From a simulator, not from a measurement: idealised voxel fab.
Herein follows the process module entitled voxel gate over fins.
Square cell edge 5 nm, section width 145 nm, ID cut.
We lay out every cross-section as a grid of square cells and spell it out in bands from the top down, where one band means one or more rows of cells. Basically the band line says how high the top is and how high the bottom is, in nm, and then what's in it from left to right, every material with its width in nm. Empty space shows up as "air", and if a single material carries "full width" it runs the full band edge to edge. Heights are reckoned from 0. Under this level, the received wafer is all of one material. The bottommost band is open-ended downward, for example "top 0, no bottom". Note: "30->40" means the width goes from the first number (top row of the band) to the second number (bottom row) in equal steps per row of cells. The cross-section has no changed cell in any step marked "no alteration". "Completely sealed voids": empty spaces of 8 cells or more with no open way to the top, each given as width x height at distance, distance from the left edge, all in nm. On a step's line, text after the settings is the simulator commenting on that step. overlay nm: mask offset rightward from planned place, masked step; negative means leftward offset.

# Intended process steps
step 1: RECEIVE, material Si
step 2: CONFORMAL_DEP, material SiN, thk nm 10
step 3: DIRECTIONAL_DEP, material aC, thk nm 10
step 4: PATTERN, tone cover, mask id FINS, material resist, width nm 15, pitch nm 35, thk nm 30, overlay nm 0
step 5: DIRECTIONAL_ETCH, etch materials aC, depth nm 10
step 6: STRIP, etch materials resist
step 7: DIRECTIONAL_ETCH, etch materials SiN, depth nm 10
step 8: DIRECTIONAL_ETCH, etch materials Si, depth nm 40
step 9: STRIP, etch materials aC
step 10: OXIDIZE, depth nm 5
step 11: FILL_DEP, material SiO2, thk nm 5
step 12: CMP, height nm 10
step 13: SELECTIVE_ETCH, etch materials SiO2, depth nm 25
step 14: STRIP, etch materials SiN
step 15: CONFORMAL_DEP, material HfO2, thk nm 5
step 16: CONFORMAL_DEP, material TiN, thk nm 5
step 17: CONFORMAL_DEP, material TiAl, thk nm 5
step 18: CONFORMAL_DEP, material TiN, thk nm 5
step 19: FILL_DEP, material W, thk nm 15
step 20: CMP, height nm 30
step 21: CONFORMAL_DEP, material SiCN, thk nm 5

# Cross-sectional view of the wafer in its as-received condition, corresponding to the state after step 1
> top 0, no bottom  Si full width
> Completely sealed voids: none

# First wafer of two, sectioned at end of module; run went per plan
> top 35, bottom 30  SiCN full width
> top 30, bottom 20  W full width
> top 20, bottom 15  W 30 / TiN 80 / W 35
> top 15, bottom 10  W 30 / TiN 5 / TiAl 70 / TiN 5 / W 35
> top 10, bottom 5  W 30 / TiN 5 / TiAl 5 / TiN 25 / TiAl 10 / TiN 25 / TiAl 5 / TiN 5 / W 35
> top 5, bottom 0  TiN 35 / TiAl 5 / TiN 5 / HfO2 15 / TiN 5 / TiAl 10 / TiN 5 / HfO2 15 / TiN 5 / TiAl 5 / TiN 40
> top 0, bottom -5  TiAl 40 / TiN 5 / HfO2 5 / Si 5 / HfO2 5 / TiN 5 / TiAl 10 / TiN 5 / HfO2 5 / Si 5 / HfO2 5 / TiN 5 / TiAl 45
> top -5, bottom -10  TiN 45 / HfO2 5 / Si 5 / HfO2 5 / TiN 20 / HfO2 5 / Si 5 / HfO2 5 / TiN 50
> top -10, bottom -15  HfO2 50 / Si 5 / HfO2 30 / Si 5 / HfO2 55
> top -15, bottom -45  SiO2 50 / Si 5 / SiO2 30 / Si 5 / SiO2 55
> top -45, no bottom  Si full width
> Completely sealed voids: none

# Cross-section at end of module for the second wafer of two, which matched the first in starting point and plan and differed by one mistake in its processing
> top 35, bottom 30  SiCN full width
> top 30, bottom 20  W full width
> top 20, bottom 15  W 30 / TiN 80 / W 35
> top 15, bottom 10  TiN 35 / TiAl 70 / TiN 40
> top 10, bottom 5  TiAl 40 / TiN 25 / TiAl 10 / TiN 25 / TiAl 45
> top 5, bottom 0  TiN 45 / HfO2 15 / TiN 20 / HfO2 15 / TiN 50
> top 0, bottom -5  HfO2 50 / Si 5 / HfO2 30 / Si 5 / HfO2 55
> top -5, bottom -45  SiO2 50 / Si 5 / SiO2 30 / Si 5 / SiO2 55
> top -45, no bottom  Si full width
> Completely sealed voids: none
Misprocessing identified: step 13 off recipe, ran as SELECTIVE_ETCH, etch materials SiO2, depth nm 15
The second wafer ends with more or fewer cells of some materials than the first, per final count: HfO2 -8; SiO2 +54; TiAl -8; TiN -12; W -26
